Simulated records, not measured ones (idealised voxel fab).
Process module name: voxel transistor to metal
The figure presents cross-section cut, which has a width of 215 nm and is divided into square cells with an edge length of 5 nm.
A cross-section is a grid of square cells, given in bands from the top down. A band is one or more rows of cells. Band entry format. Leading values: height of top, height of bottom, nm. Remainder: materials in left-to-right order, each with its width in nm. Special words: "edge to edge" on a single material, which then fills the band edge to edge; "empty", empty space. Height is counted from the level 0, under which the received wafer is composed throughout of one material. The lowest of the bands is not closed at the bottom but continues downward, in the notation "0 down". Top row gets the first number, bottom row gets the second, and each row in between changes by the same step: that is how a band width like "30 to 40" works. Step marked "nothing different"? Then no cell in the cross-section changed in it. The label "Sealed void list" introduces a list of the empty spaces, 8 cells or larger, that have no open way up to the top; each entry in it reads width x height at distance, where the distance is taken from the left edge and all three are stated in nm. Heads up: the bit after the settings on a step's line is the simulator's remark on that step. The "overlay nm" setting may appear on a step's line; for a step that uses a mask, it gives how far to the right of its planned position the mask lay, and a negative value indicates the left.
# Process steps foreseen in the plan
1) RECEIVE | material Si
2) CONFORMAL_DEP | material SiO2 | thk nm 5
3) CONFORMAL_DEP | material SiN | thk nm 15
4) MASKED_ETCH | tone cover | mask id ACTIVE | width nm 110 | etch materials SiN | depth nm 15 | overlay nm 0
5) MASKED_ETCH | tone cover | mask id ACTIVE | width nm 110 | etch materials SiO2 | depth nm 5 | overlay nm 0
6) MASKED_ETCH | tone cover | mask id ACTIVE | width nm 110 | etch materials Si | depth nm 25 | overlay nm 0
7) OXIDIZE | depth nm 5
8) FILL_DEP | material SiO2 | thk nm 15
9) CMP | height nm 20
10) SELECTIVE_ETCH | etch materials SiO2 | depth nm 15
11) STRIP | etch materials SiN
12) SELECTIVE_ETCH | etch materials SiO2 | depth nm 5
13) OXIDIZE | depth nm 5
14) DIRECTIONAL_DEP | material polySi | thk nm 30
15) DIRECTIONAL_DEP | material SiCN | thk nm 15
16) DIRECTIONAL_DEP | material aC | thk nm 15
17) PATTERN | tone cover | mask id GATE | material resist | width nm 30 | thk nm 30 | overlay nm 0
18) DIRECTIONAL_ETCH | etch materials aC | depth nm 15
19) STRIP | etch materials resist
20) DIRECTIONAL_ETCH | etch materials SiCN | depth nm 25
21) DIRECTIONAL_ETCH | etch materials polySi | depth nm 40
22) STRIP | etch materials aC
23) CONFORMAL_DEP | material SiO2 | thk nm 5
24) DIRECTIONAL_ETCH | etch materials SiO2 | depth nm 5
25) CONFORMAL_DEP | material SiN | thk nm 5
26) DIRECTIONAL_ETCH | etch materials SiN | depth nm 5
27) DIRECTIONAL_ETCH | etch materials SiO2 | depth nm 5
28) DIRECTIONAL_ETCH | etch materials Si | depth nm 5
29) EPI | material pSi | thk nm 5
30) FILL_DEP | material SiO2 | thk nm 5
31) CMP | height nm 30
32) STRIP | etch materials polySi
33) SELECTIVE_ETCH | etch materials SiO2 | depth nm 5
34) CONFORMAL_DEP | material HfO2 | thk nm 5
35) CONFORMAL_DEP | material TiN | thk nm 5
36) FILL_DEP | material W | thk nm 5
37) CMP | height nm 25
38) DIRECTIONAL_DEP | material SiO2 | thk nm 15
39) DIRECTIONAL_DEP | material aC | thk nm 15
40) PATTERN | tone open | mask id CONTACT | material resist | width nm 20 | pitch nm 80 | thk nm 30 | overlay nm 0
41) DIRECTIONAL_ETCH | etch materials aC | depth nm 15
42) STRIP | etch materials resist
43) DIRECTIONAL_ETCH | etch materials SiO2 | depth nm 45
44) STRIP | etch materials aC
45) CONFORMAL_DEP | material TiN | thk nm 5
46) FILL_DEP | material W | thk nm 10
47) CMP | height nm 40
48) DIRECTIONAL_DEP | material TiN | thk nm 5
49) DIRECTIONAL_DEP | material Ru | thk nm 20
50) DIRECTIONAL_DEP | material aC | thk nm 10
51) PATTERN | tone cover | mask id METAL_1 | material resist | width nm 20 | pitch nm 80 | thk nm 25 | overlay nm 0
52) DIRECTIONAL_ETCH | etch materials aC | depth nm 10
53) STRIP | etch materials resist
54) DIRECTIONAL_ETCH | etch materials Ru | depth nm 20
55) DIRECTIONAL_ETCH | etch materials TiN | depth nm 5
56) STRIP | etch materials aC
57) CONFORMAL_DEP | material SiCN | thk nm 5
58) FILL_DEP | material SiO2 | thk nm 10
59) CMP | height nm 65
60) CONFORMAL_DEP | material SiCN | thk nm 5
# Cross-section: wafer on arrival = after step 1
* 0 down | Si edge to edge
* Sealed void list: none
# Module complete - cross-section of the first of two wafers, run according to plan
* 70 to 65 | SiCN edge to edge
* 65 to 45 | SiO2 50 nm | SiCN 5 nm | Ru 20 nm | SiCN 5 nm | SiO2 50 nm | SiCN 5 nm | Ru 20 nm | SiCN 5 nm | SiO2 55 nm
* 45 to 40 | SiCN 55 nm | TiN 20 nm | SiCN 60 nm | TiN 20 nm | SiCN 60 nm
* 40 to 25 | SiO2 55 nm | TiN 5 nm | W 10 nm | TiN 5 nm | SiO2 60 nm | TiN 5 nm | W 10 nm | TiN 5 nm | SiO2 60 nm
* 25 to 5 | SiO2 55 nm | TiN 5 nm | W 10 nm | TiN 5 nm | SiO2 5 nm | SiN 5 nm | HfO2 5 nm | TiN 5 nm | W 20 nm | TiN 5 nm | HfO2 5 nm | SiN 5 nm | SiO2 5 nm | TiN 5 nm | W 10 nm | TiN 5 nm | SiO2 60 nm
* 5 to 0 | SiO2 55 nm | TiN 5 nm | W 10 nm | TiN 5 nm | SiO2 5 nm | SiN 5 nm | HfO2 5 nm | TiN 30 nm | HfO2 5 nm | SiN 5 nm | SiO2 5 nm | TiN 5 nm | W 10 nm | TiN 5 nm | SiO2 60 nm
* 0 to -5 | SiO2 55 nm | TiN 20 nm | pSi 5 nm | SiO2 5 nm | HfO2 40 nm | SiO2 5 nm | pSi 5 nm | TiN 20 nm | SiO2 60 nm
* -5 to -10 | SiO2 55 nm | pSi 25 nm | Si 50 nm | pSi 25 nm | SiO2 60 nm
* -10 to -30 | SiO2 55 nm | Si 100 nm | SiO2 60 nm
* -30 down | Si edge to edge
* Sealed void list: none
# Second wafer of the two, sectioned at the end of the module. It began like the first and followed the same plan, but one mistake was made while running it
* 70 to 65 | SiCN edge to edge
* 65 to 45 | SiO2 45 nm | SiCN 5 nm | Ru 20 nm | SiCN 5 nm | SiO2 50 nm | SiCN 5 nm | Ru 20 nm | SiCN 5 nm | SiO2 60 nm
* 45 to 40 | SiCN 50 nm | TiN 20 nm | SiCN 60 nm | TiN 20 nm | SiCN 65 nm
* 40 to 25 | SiO2 55 nm | TiN 5 nm | W 10 nm | TiN 5 nm | SiO2 60 nm | TiN 5 nm | W 10 nm | TiN 5 nm | SiO2 60 nm
* 25 to 5 | SiO2 55 nm | TiN 5 nm | W 10 nm | TiN 5 nm | SiO2 5 nm | SiN 5 nm | HfO2 5 nm | TiN 5 nm | W 20 nm | TiN 5 nm | HfO2 5 nm | SiN 5 nm | SiO2 5 nm | TiN 5 nm | W 10 nm | TiN 5 nm | SiO2 60 nm
* 5 to 0 | SiO2 55 nm | TiN 5 nm | W 10 nm | TiN 5 nm | SiO2 5 nm | SiN 5 nm | HfO2 5 nm | TiN 30 nm | HfO2 5 nm | SiN 5 nm | SiO2 5 nm | TiN 5 nm | W 10 nm | TiN 5 nm | SiO2 60 nm
* 0 to -5 | SiO2 55 nm | TiN 20 nm | pSi 5 nm | SiO2 5 nm | HfO2 40 nm | SiO2 5 nm | pSi 5 nm | TiN 20 nm | SiO2 60 nm
* -5 to -10 | SiO2 55 nm | pSi 25 nm | Si 50 nm | pSi 25 nm | SiO2 60 nm
* -10 to -30 | SiO2 55 nm | Si 100 nm | SiO2 60 nm
* -30 down | Si edge to edge
* Sealed void list: none
Deviation from plan: step 51 ran with different settings than intended, the actual operation and settings being PATTERN | tone cover | mask id METAL_1 | material resist | width nm 20 | pitch nm 80 | thk nm 25 | overlay nm -5
So at the finish, the second wafer's got exactly as many cells of each material as the first, just not in the same spots.
